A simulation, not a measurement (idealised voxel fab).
process module | voxel air gaps
cross-section cut | 215 nm wide | cells 5 nm
A cross-section is a grid of square cells, given in bands from the top down. A band is one or more rows of cells.
Each band's line starts with the height of the band's top and of its bottom, in nm. Then come its materials from left to right, each with its width in nm. One material with "throughout" fills the band from edge to edge. "air" is empty space.
Height 0 is the level under which the wafer as received is all one material. The lowest band goes on downwards, as in "0 down".
A width such as "30 to 40" changes by the same amount from each row of cells to the next, from the band's top row to its bottom row.
"no change" after a step means that no cell of the cross-section changed.
closed voids: empty space of 8 cells or more with no open way to the top, each as width x height at its distance from the left edge, in nm
after a step's settings: what the simulator itself notes on the step
overlay nm, on a step with a mask: how far to the right of its planned place the mask lay; to the left if negative
plan
1 op RECEIVE | material Si
2 op CONFORMAL_DEP | material SiO2 | thk nm 15
3 op CONFORMAL_DEP | material SiCN | thk nm 5
4 op DIRECTIONAL_DEP | material SiO2 | thk nm 30
5 op PATTERN | tone open | mask id LINES | material resist | width nm 15 | pitch nm 45 | thk nm 20 | overlay nm 0
6 op DIRECTIONAL_ETCH | etch materials SiO2 | depth nm 30
7 op STRIP | etch materials resist
8 op CONFORMAL_DEP | material TiN | thk nm 5
9 op FILL_DEP | material W | thk nm 5
10 op CMP | height nm 50
11 op EPI | material Ru | thk nm 10
12 op SELECTIVE_ETCH | etch materials SiO2 | depth nm 40
13 op CONFORMAL_DEP | material SiCN | thk nm 5
varied across the wafers: width nm of step 5. The plan shows the first wafer's value. All wafers start alike
first wafer as received, after step 1
  0 down: Si throughout
  closed voids: none
each wafer at the end: cells of each material gained (+) or lost (-) since it was received, then its closed voids
width nm 15 | +56 Ru | +182 SiCN | +129 SiO2 | +52 TiN | +20 W | closed voids: 20 x 20 at 50; 20 x 20 at 95; 20 x 20 at 140
width nm 20 | +64 Ru | +170 SiCN | +129 SiO2 | +56 TiN | +40 W | closed voids: 15 x 20 at 55; 15 x 20 at 100; 15 x 20 at 145
width nm 25 | +72 Ru | +110 SiCN | +201 SiO2 | +60 TiN | +60 W | closed voids: none
width nm 30 | +74 Ru | +110 SiCN | +183 SiO2 | +64 TiN | +80 W | closed voids: none
